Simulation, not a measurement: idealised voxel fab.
Documented hereafter: the process module known as voxel self aligned vias.
Section shown: cut. Width: 235 nm. Cell size: 5 nm, square.
Just so we're on the same page, the cross-sections are grids of square cells, and they're listed out in bands top to bottom, each band one or more rows deep.
Within each band entry, the heights of the top and of the bottom of the band appear first, in that order and in nm; the materials of the band then follow from left to right, each with its corresponding width in nm. The designation "all across" on a single material indicates that it fills the band from edge to edge; the designation "empty" indicates empty space.
Height 0 is the level under which the wafer as received is all one material. The lowest band goes on downwards, as in "0 -> down".
The two numbers in a width such as "30->40" mark its ends across the band: the first belongs to the top row of cells, the second to the bottom row, and from each row to the next the width moves by the same amount.
"nothing changed" means the step left every cell of the cross-section as it was.
The label "Sealed-off cavities" introduces a list of the empty spaces, 8 cells or larger, that have no open way up to the top; each entry in it reads width x height at distance, where the distance is taken from the left edge and all three are stated in nm.
The remark found on a step's line after its settings is issued by the simulator itself and pertains to that step.
overlay nm: on a step with a mask, how far right of its planned place the mask lay; negative means left.
STEPS PLANNED FOR THE PROCESS
1,RECEIVE,material Si
2,CONFORMAL_DEP,material SiO2,thk nm 10
3,CONFORMAL_DEP,material SiCN,thk nm 5
4,DIRECTIONAL_DEP,material SiO2,thk nm 20
5,MASKED_ETCH,tone open,mask id LINES,width nm 25,pitch nm 70,etch materials SiO2,depth nm 20,overlay nm 0
6,CONFORMAL_DEP,material TiN,thk nm 5
7,FILL_DEP,material W,thk nm 10
8,CMP,height nm 35
9,SELECTIVE_ETCH,etch materials W Ru TiN,depth nm 5
10,FILL_DEP,material SiN,thk nm 5
11,CMP,height nm 35
12,DIRECTIONAL_DEP,material SiO2,thk nm 15
13,MASKED_ETCH,tone open,mask id VIAS,width nm 45,pitch nm 70,etch materials SiO2,depth nm 15,overlay nm 0
14,MASKED_ETCH,tone open,mask id VIAS,width nm 45,pitch nm 70,etch materials SiN,depth nm 5,overlay nm 0
15,CONFORMAL_DEP,material TiN,thk nm 5
16,FILL_DEP,material W,thk nm 10
17,CMP,height nm 50
18,CONFORMAL_DEP,material SiN,thk nm 5
HERE'S WHAT THE WAFER LOOKED LIKE IN CROSS-SECTION WHEN IT ARRIVED - THAT'S AFTER STEP 1
* 0 -> down = Si all across
* Sealed-off cavities: none
BELOW IS THE WAFER IN CROSS-SECTION AFTER THE MODULE WAS COMPLETED. IT BEGAN FROM THE STARTING POINT SHOWN ABOVE AND FOLLOWED THE PLAN SHOWN ABOVE, EXCEPT THAT ONE MISTAKE WAS MADE WHILE RUNNING IT
* 55 -> 50 = SiN all across
* 50 -> 40 = 70 nm SiO2, then 5 nm TiN, then 35 nm W, then 5 nm TiN, then 25 nm SiO2, then 5 nm TiN, then 35 nm W, then 5 nm TiN, then 50 nm SiO2
* 40 -> 35 = 70 nm SiO2, then 5 nm TiN, then 15 nm W, then 25 nm TiN, then 25 nm SiO2, then 5 nm TiN, then 15 nm W, then 25 nm TiN, then 50 nm SiO2
* 35 -> 30 = 70 nm SiO2, then 25 nm TiN, then 45 nm SiO2, then 25 nm TiN, then 70 nm SiO2
* 30 -> 20 = 70 nm SiO2, then 5 nm TiN, then 15 nm W, then 5 nm TiN, then 45 nm SiO2, then 5 nm TiN, then 15 nm W, then 5 nm TiN, then 70 nm SiO2
* 20 -> 15 = 70 nm SiO2, then 25 nm TiN, then 45 nm SiO2, then 25 nm TiN, then 70 nm SiO2
* 15 -> 10 = SiCN all across
* 10 -> 0 = SiO2 all across
* 0 -> down = Si all across
* Sealed-off cavities: none
So what did we get wrong on this run? the process deviated at step 13: the operation and settings actually run there were MASKED_ETCH,tone open,mask id VIAS,width nm 45,pitch nm 70,etch materials SiO2,depth nm 15,overlay nm 10
